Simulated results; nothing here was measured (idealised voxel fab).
Documented hereafter: the process module known as voxel trench capacitor.
260 nm wide, 5 nm square cells: that's cross-section cut.
If you're reading a cross-section in this doc, picture square cells in a grid; it comes to you as bands, top ones listed first down to the bottom, and a band can be one or more rows of cells.
Top height, bottom height, nm. Materials left to right, width each, nm. Single material + "throughout" = fills band edge to edge. "empty" = empty.
Basically, 0 is our baseline, since under it the wafer straight out of the box is all one material. The bottom band has no lower end and keeps on going down, so it looks like "0 down".
The two numbers in a width such as "30..40" mark its ends across the band: the first belongs to the top row of cells, the second to the bottom row, and from each row to the next the width moves by the same amount.
Where the words "remained unchanged" appear for a step, the cross-section shows no cell changed by that step; every cell remained as before.
"closed voids" lists enclosed empty spaces (at least 8 cells, no open path upward to the top), each as width x height at distance from the left edge, in nm.
Formally, on a step line, whatever follows the settings is a remark that the simulator itself makes on the step.
For masked steps, "overlay nm" on the step line gives how far right of plan the mask actually lay; a minus sign means it lay to the left.
So here's the lineup of process steps we planned
- 1: RECEIVE with material Si
- 2: CONFORMAL_DEP with material SiN, thk nm 10
- 3: DIRECTIONAL_DEP with material aC, thk nm 15
- 4: PATTERN with tone open, mask id TRENCH, material resist, width nm 30, pitch nm 55, thk nm 30, overlay nm 0
- 5: DIRECTIONAL_ETCH with etch materials aC, depth nm 15
- 6: STRIP with etch materials resist
- 7: DIRECTIONAL_ETCH with etch materials SiN, depth nm 10
- 8: DIRECTIONAL_ETCH with etch materials Si, depth nm 30
- 9: STRIP with etch materials aC
- 10: CONFORMAL_DEP with material HfO2, thk nm 5
- 11: CONFORMAL_DEP with material TiN, thk nm 5
- 12: FILL_DEP with material W, thk nm 10
- 13: CMP with height nm 10
Cross-section of the incoming wafer, state after step 1
> 0 down: Si throughout
> closed voids: none
One mistake in running the module, otherwise start and plan as above: cross-section at the end
> 30 to 20: W throughout
> 20 to 15: TiN 40 nm, then W 10 nm, then TiN 45 nm, then W 10 nm, then TiN 45 nm, then W 10 nm, then TiN 45 nm, then W 10 nm, then TiN 45 nm
> 15 to 10: HfO2 35 nm, then TiN 5 nm, then W 10 nm, then TiN 5 nm, then HfO2 35 nm, then TiN 5 nm, then W 10 nm, then TiN 5 nm, then HfO2 35 nm, then TiN 5 nm, then W 10 nm, then TiN 5 nm, then HfO2 35 nm, then TiN 5 nm, then W 10 nm, then TiN 5 nm, then HfO2 40 nm
> 10 to 0: SiN 30 nm, then HfO2 5 nm, then TiN 5 nm, then W 10 nm, then TiN 5 nm, then HfO2 5 nm, then SiN 25 nm, then HfO2 5 nm, then TiN 5 nm, then W 10 nm, then TiN 5 nm, then HfO2 5 nm, then SiN 25 nm, then HfO2 5 nm, then TiN 5 nm, then W 10 nm, then TiN 5 nm, then HfO2 5 nm, then SiN 25 nm, then HfO2 5 nm, then TiN 5 nm, then W 10 nm, then TiN 5 nm, then HfO2 5 nm, then SiN 35 nm
> 0 to -20: Si 30 nm, then HfO2 5 nm, then TiN 5 nm, then W 10 nm, then TiN 5 nm, then HfO2 5 nm, then Si 25 nm, then HfO2 5 nm, then TiN 5 nm, then W 10 nm, then TiN 5 nm, then HfO2 5 nm, then Si 25 nm, then HfO2 5 nm, then TiN 5 nm, then W 10 nm, then TiN 5 nm, then HfO2 5 nm, then Si 25 nm, then HfO2 5 nm, then TiN 5 nm, then W 10 nm, then TiN 5 nm, then HfO2 5 nm, then Si 35 nm
> -20 to -25: Si 30 nm, then HfO2 5 nm, then TiN 20 nm, then HfO2 5 nm, then Si 25 nm, then HfO2 5 nm, then TiN 20 nm, then HfO2 5 nm, then Si 25 nm, then HfO2 5 nm, then TiN 20 nm, then HfO2 5 nm, then Si 25 nm, then HfO2 5 nm, then TiN 20 nm, then HfO2 5 nm, then Si 35 nm
> -25 to -30: Si 30 nm, then HfO2 30 nm, then Si 25 nm, then HfO2 30 nm, then Si 25 nm, then HfO2 30 nm, then Si 25 nm, then HfO2 30 nm, then Si 35 nm
> -30 down: Si throughout
> closed voids: none
Where did the run depart from the plan? plan step 13 never ran because it was skipped
